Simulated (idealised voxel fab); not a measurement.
Module name: voxel fin reveal (process module)
FYI the section here is cut, 180 nm wide, cells are 5 nm squares.
Cross-section, as written here: a square-cell grid given band by band from the top down, where a band holds one or more rows of cells. It is stipulated that each band's entry specify, in nanometres, the height of the top of the band and then that of its bottom, followed by the materials of the band in left-to-right sequence, each together with its width in nanometres. A single material marked by the word "edge to edge" is understood to fill the band from edge to edge; the word "empty" is understood to denote empty space. Heights from 0 (as-received wafer is one material below). Bottom band endless downward, as "top 0, no bottom". Read "30->40" as a graded width: first number on top, second number at the bottom, same change between each pair of neighbouring rows. For the purposes of this document, the phrase "no alterations made" attached to a step denotes that no cell within the cross-section was modified by that step. Empty spaces counting at least 8 cells and having no open way to the top are listed in "Fully sealed voids". The notation width x height at distance is used for each, the distance being from the left edge and all three values in nm. Note: text after step settings on the step line = simulator remark on that step. If you see "overlay nm" on a step's line and that step has a mask, it's telling you how far right of where it was planned the mask ended up; a negative number means it went left instead.
These are the steps we planned for the process
1) RECEIVE with material Si
2) CONFORMAL_DEP with material SiN, thk nm 10
3) DIRECTIONAL_DEP with material aC, thk nm 10
4) PATTERN with tone cover, mask id FINS, material resist, width nm 15, pitch nm 45, thk nm 25, overlay nm 0
5) DIRECTIONAL_ETCH with etch materials aC, depth nm 10
6) STRIP with etch materials resist
7) DIRECTIONAL_ETCH with etch materials SiN, depth nm 10
8) DIRECTIONAL_ETCH with etch materials Si, depth nm 30
9) STRIP with etch materials aC
10) FILL_DEP with material SiO2, thk nm 10
11) CMP with height nm 10
12) SELECTIVE_ETCH with etch materials SiO2, depth nm 30
13) STRIP with etch materials SiN
14) CONFORMAL_DEP with material HfO2, thk nm 5
The cross-section here shows the wafer as received, i.e. in its state after step 1
* top 0, no bottom: Si edge to edge
* Fully sealed voids: none
End-of-module cross-section of the first of two wafers, processed as planned
* top 5, bottom 0: empty=55, HfO2=25, empty=20, HfO2=25, empty=55
* top 0, bottom -15: empty=55, HfO2=5, Si=15, HfO2=5, empty=20, HfO2=5, Si=15, HfO2=5, empty=55
* top -15, bottom -20: HfO2=60, Si=15, HfO2=30, Si=15, HfO2=60
* top -20, bottom -30: SiO2=60, Si=15, SiO2=30, Si=15, SiO2=60
* top -30, no bottom: Si edge to edge
* Fully sealed voids: none
Second of two wafers, module complete, sectioned: it shares the first wafer's start and plan but was run with one mistake
* top 5, bottom 0: empty=55, HfO2=25, empty=20, HfO2=25, empty=55
* top 0, bottom -15: empty=55, HfO2=5, Si=15, HfO2=5, empty=20, HfO2=5, Si=15, HfO2=5, empty=55
* top -15, bottom -20: HfO2=60, Si=15, HfO2=30, Si=15, HfO2=60
* top -20, bottom -40: SiO2=60, Si=15, SiO2=30, Si=15, SiO2=60
* top -40, no bottom: Si edge to edge
* Fully sealed voids: none
Nonconformance to the process plan: step 8 ran differently from the plan; actual operation with settings: DIRECTIONAL_ETCH with etch materials Si, depth nm 40
In the final state, the cell counts of the second wafer exceed or fall short of those of the first for the following materials: -60 Si; +60 SiO2
